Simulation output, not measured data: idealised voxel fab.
You're looking at the process module voxel wiring stack.
Square cell edge 5 nm, section width 185 nm, ID cut.
Heads up, the way a cross-section reads in here is a grid of square cells, handed over as bands from the top down, with every band being one or more rows of cells.
Quick guide to a band line: top height, bottom height (nm) up front; then every material left to right with its width in nm. Only one material and it's marked "edge to edge"? Then it fills the band edge to edge. And "air" just means empty space.
Heads up on the height convention: 0 is the point under which the incoming wafer is all one material, and the lowest band has no bottom, it just keeps going down, like "0 -> down".
It should be noted that a width expressed as "30 to 40" varies in equal increments from row to row of cells within the band, taking the value of the first number at the top row and that of the second number at the bottom row.
"stayed the same" means the step left every cell of the cross-section as it was.
Look at "Enclosed cavities" for the closed voids: empty spaces with no open path to the top, sized 8 cells or up. Each is width x height at distance, distance from the left edge, all nm.
after a step's settings: what the simulator itself notes on the step
overlay nm: right-of-plan distance of the mask on a masked step; negative values mean left-of-plan.
## List of planned process steps
1: op RECEIVE | material Si
2: op CONFORMAL_DEP | material SiO2 | thk nm 10
3: op CONFORMAL_DEP | material SiCN | thk nm 5
4: op DIRECTIONAL_DEP | material SiO2 | thk nm 20
5: op DIRECTIONAL_DEP | material aC | thk nm 15
6: op PATTERN | tone open | mask id METAL_1 | material resist | width nm 30 | pitch nm 50 | thk nm 35 | overlay nm 0
7: op DIRECTIONAL_ETCH | etch materials aC | depth nm 15
8: op STRIP | etch materials resist
9: op DIRECTIONAL_ETCH | etch materials SiO2 | depth nm 20
10: op DIRECTIONAL_ETCH | etch materials SiCN | depth nm 5
11: op STRIP | etch materials aC
12: op CONFORMAL_DEP | material TiN | thk nm 5
13: op FILL_DEP | material Ru | thk nm 5
14: op CMP | height nm 35
15: op CONFORMAL_DEP | material SiCN | thk nm 5
16: op DIRECTIONAL_DEP | material lowk | thk nm 35
17: op PATTERN | tone open | mask id METAL_2 | material resist | width nm 30 | pitch nm 50 | thk nm 20 | overlay nm 0
18: op DIRECTIONAL_ETCH | etch materials lowk | depth nm 20
19: op STRIP | etch materials resist
20: op PATTERN | tone open | mask id METAL_2_HOLES | material resist | width nm 15 | pitch nm 50 | thk nm 15 | overlay nm 0
21: op DIRECTIONAL_ETCH | etch materials lowk | depth nm 15
22: op DIRECTIONAL_ETCH | etch materials SiCN | depth nm 5
23: op STRIP | etch materials resist
24: op CONFORMAL_DEP | material TiN | thk nm 5
25: op FILL_DEP | material Cu | thk nm 5
26: op CMP | height nm 75
27: op CONFORMAL_DEP | material SiN | thk nm 5
## Wafer as received: cross-section following step 1
    0 -> down  Si edge to edge
    Enclosed cavities: none
## The module was run from the start shown above using the plan shown above, but one mistake was made doing it; the resulting wafer cross-section is below
    80 -> 75  SiO2 edge to edge
    75 -> 60  lowk=50, then TiN=5, then Cu=20, then TiN=5, then lowk=20, then TiN=5, then Cu=20, then TiN=5, then lowk=55
    60 -> 55  lowk=50, then TiN=5, then Cu=5, then TiN=20, then lowk=20, then TiN=5, then Cu=5, then TiN=20, then lowk=55
    55 -> 40  lowk=50, then TiN=5, then Cu=5, then TiN=5, then lowk=35, then TiN=5, then Cu=5, then TiN=5, then lowk=70
    40 -> 35  SiCN=50, then TiN=15, then SiCN=35, then TiN=15, then SiCN=70
    35 -> 15  SiO2=50, then TiN=5, then Ru=20, then TiN=5, then SiO2=20, then TiN=5, then Ru=20, then TiN=5, then SiO2=55
    15 -> 10  SiCN=50, then TiN=30, then SiCN=20, then TiN=30, then SiCN=55
    10 -> 0  SiO2 edge to edge
    0 -> down  Si edge to edge
    Enclosed cavities: none
So what did we get wrong on this run? step 27 did not use the planned setting and instead ran as op CONFORMAL_DEP | material SiO2 | thk nm 5
